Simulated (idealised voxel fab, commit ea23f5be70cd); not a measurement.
process module | voxel self aligned vias
cross-section cut | 175 nm wide | cells 5 nm
A cross-section is a grid of square cells, given in bands from the top down. A band is one or more rows of cells.
Each band's line starts with the height of the band's top and of its bottom, in nm. Then come its materials from left to right, each with its width in nm. One material with "throughout" fills the band from edge to edge. "air" is empty space.
Height 0 is the level under which the wafer as received is all one material. The lowest band goes on downwards, as in "0 down".
A width such as "30 to 40" changes by the same amount from each row of cells to the next, from the band's top row to its bottom row.
"no change" after a step means that no cell of the cross-section changed.
closed voids: empty space of 8 cells or more with no open way to the top, each as width x height at its distance from the left edge, in nm
after a step's settings: what the simulator itself notes on the step
overlay nm, on a step with a mask: how far to the right of its planned place the mask lay; to the left if negative
plan
1 op RECEIVE | material Si
2 op CONFORMAL_DEP | material SiO2 | thk nm 10
3 op CONFORMAL_DEP | material SiCN | thk nm 5
4 op DIRECTIONAL_DEP | material SiO2 | thk nm 25
5 op PATTERN | tone open | mask id LINES | material resist | width nm 30 | pitch nm 65 | thk nm 20 | overlay nm 0
6 op DIRECTIONAL_ETCH | etch materials SiO2 | depth nm 25
7 op STRIP | etch materials resist
8 op CONFORMAL_DEP | material TiN | thk nm 5
9 op FILL_DEP | material W | thk nm 10
10 op CMP | height nm 40
11 op SELECTIVE_ETCH | etch materials W Ru TiN | depth nm 10
12 op FILL_DEP | material SiN | thk nm 10
13 op CMP | height nm 40
14 op DIRECTIONAL_DEP | material SiO2 | thk nm 15
15 op DIRECTIONAL_DEP | material aC | thk nm 10
16 op PATTERN | tone open | mask id VIAS | material resist | width nm 50 | thk nm 25 | overlay nm 0
17 op DIRECTIONAL_ETCH | etch materials aC | depth nm 10
18 op STRIP | etch materials resist
19 op DIRECTIONAL_ETCH | etch materials SiO2 | depth nm 15
20 op DIRECTIONAL_ETCH | etch materials SiN | depth nm 10
21 op STRIP | etch materials aC
22 op CONFORMAL_DEP | material TiN | thk nm 5
23 op FILL_DEP | material Ru | thk nm 10
24 op CMP | height nm 55
25 op CONFORMAL_DEP | material SiN | thk nm 5
first wafer, as planned
as received, after step 1
  0 down: Si throughout
  closed voids: none
after step 2
  10 to 0: SiO2 throughout
  below 0: unchanged
after step 3
  15 to 10: SiCN throughout
  below 10: unchanged
after step 4
  40 to 15: SiO2 throughout
  below 15: unchanged
after step 5
  60 to 40: resist 40 | air 30 | resist 35 | air 30 | resist 40
  below 40: unchanged
after step 6
  60 to 40: resist 40 | air 30 | resist 35 | air 30 | resist 40
  40 to 15: SiO2 40 | air 30 | SiO2 35 | air 30 | SiO2 40
  below 15: unchanged
after step 7
  40 to 15: SiO2 40 | air 30 | SiO2 35 | air 30 | SiO2 40
  below 15: unchanged
after step 8
  45 to 40: TiN 45 | air 20 | TiN 45 | air 20 | TiN 45
  40 to 20: SiO2 40 | TiN 5 | air 20 | TiN 5 | SiO2 35 | TiN 5 | air 20 | TiN 5 | SiO2 40
  20 to 15: SiO2 40 | TiN 30 | SiO2 35 | TiN 30 | SiO2 40
  below 15: unchanged
after step 9
  55 to 45: W throughout
  45 to 40: TiN 45 | W 20 | TiN 45 | W 20 | TiN 45
  40 to 20: SiO2 40 | TiN 5 | W 20 | TiN 5 | SiO2 35 | TiN 5 | W 20 | TiN 5 | SiO2 40
  below 20: unchanged
after step 10
  40 to 20: SiO2 40 | TiN 5 | W 20 | TiN 5 | SiO2 35 | TiN 5 | W 20 | TiN 5 | SiO2 40
  below 20: unchanged
after step 11
  40 to 30: SiO2 40 | air 30 | SiO2 35 | air 30 | SiO2 40
  below 30: unchanged
after step 12
  50 to 40: SiN throughout
  40 to 30: SiO2 40 | SiN 30 | SiO2 35 | SiN 30 | SiO2 40
  below 30: unchanged
after step 13
  40 to 30: SiO2 40 | SiN 30 | SiO2 35 | SiN 30 | SiO2 40
  below 30: unchanged
after step 14
  55 to 40: SiO2 throughout
  below 40: unchanged
after step 15
  65 to 55: aC throughout
  below 55: unchanged
after step 16
  90 to 65: resist 30 | air 50 | resist 95
  below 65: unchanged
after step 17
  80 to 65: resist 30 | air 50 | resist 95
  65 to 55: aC 30 | air 50 | aC 95
  below 55: unchanged
after step 18
  65 to 55: aC 30 | air 50 | aC 95
  below 55: unchanged
after step 19
  65 to 55: aC 30 | air 50 | aC 95
  55 to 40: SiO2 30 | air 50 | SiO2 95
  below 40: unchanged
after step 20
  65 to 55: aC 30 | air 50 | aC 95
  55 to 40: SiO2 30 | air 50 | SiO2 95
  40 to 30: SiO2 40 | air 30 | SiO2 35 | SiN 30 | SiO2 40
  below 30: unchanged
after step 21
  55 to 40: SiO2 30 | air 50 | SiO2 95
  below 40: unchanged
after step 22
  60 to 55: TiN 35 | air 40 | TiN 100
  55 to 45: SiO2 30 | TiN 5 | air 40 | TiN 5 | SiO2 95
  45 to 40: SiO2 30 | TiN 15 | air 20 | TiN 15 | SiO2 95
  40 to 35: SiO2 40 | TiN 5 | air 20 | TiN 5 | SiO2 35 | SiN 30 | SiO2 40
  35 to 30: SiO2 40 | TiN 30 | SiO2 35 | SiN 30 | SiO2 40
  below 30: unchanged
after step 23
  70 to 60: Ru throughout
  60 to 55: TiN 35 | Ru 40 | TiN 100
  55 to 45: SiO2 30 | TiN 5 | Ru 40 | TiN 5 | SiO2 95
  45 to 40: SiO2 30 | TiN 15 | Ru 20 | TiN 15 | SiO2 95
  40 to 35: SiO2 40 | TiN 5 | Ru 20 | TiN 5 | SiO2 35 | SiN 30 | SiO2 40
  below 35: unchanged
after step 24
  55 to 45: SiO2 30 | TiN 5 | Ru 40 | TiN 5 | SiO2 95
  below 45: unchanged
after step 25
  60 to 55: SiN throughout
  below 55: unchanged
second wafer: like start, like plan, one mistake. Through step 15 it matches the first wafer
when step 16 should have ended
  90 to 65: resist 35 | air 45 | resist 95
  below 65: unchanged
when step 17 should have ended
  80 to 65: resist 35 | air 45 | resist 95
  65 to 55: aC 35 | air 45 | aC 95
  below 55: unchanged
when step 18 should have ended
  65 to 55: aC 35 | air 45 | aC 95
  below 55: unchanged
when step 19 should have ended
  65 to 55: aC 35 | air 45 | aC 95
  55 to 40: SiO2 35 | air 45 | SiO2 95
  below 40: unchanged
when step 20 should have ended
  65 to 55: aC 35 | air 45 | aC 95
  55 to 40: SiO2 35 | air 45 | SiO2 95
  40 to 30: SiO2 40 | air 30 | SiO2 35 | SiN 30 | SiO2 40
  below 30: unchanged
when step 21 should have ended
  55 to 40: SiO2 35 | air 45 | SiO2 95
  below 40: unchanged
when step 22 should have ended
  60 to 55: TiN 40 | air 35 | TiN 100
  55 to 45: SiO2 35 | TiN 5 | air 35 | TiN 5 | SiO2 95
  45 to 40: SiO2 35 | TiN 10 | air 20 | TiN 15 | SiO2 95
  40 to 35: SiO2 40 | TiN 5 | air 20 | TiN 5 | SiO2 35 | SiN 30 | SiO2 40
  35 to 30: SiO2 40 | TiN 30 | SiO2 35 | SiN 30 | SiO2 40
  below 30: unchanged
when step 23 should have ended
  70 to 60: Ru throughout
  60 to 55: TiN 40 | Ru 35 | TiN 100
  55 to 45: SiO2 35 | TiN 5 | Ru 35 | TiN 5 | SiO2 95
  45 to 40: SiO2 35 | TiN 10 | Ru 20 | TiN 15 | SiO2 95
  40 to 35: SiO2 40 | TiN 5 | Ru 20 | TiN 5 | SiO2 35 | SiN 30 | SiO2 40
  below 35: unchanged
when step 24 should have ended
  55 to 45: SiO2 35 | TiN 5 | Ru 35 | TiN 5 | SiO2 95
  below 45: unchanged
when step 25 should have ended
  60 to 55: SiN throughout
  below 55: unchanged
what went wrong: step 16 ran as: op PATTERN | tone open | mask id VIAS | material resist | width nm 45 | thk nm 25 | overlay nm 0
at the end the second wafer has, in cells: 2 fewer of Ru | 3 more of SiO2 | 1 fewer of TiN
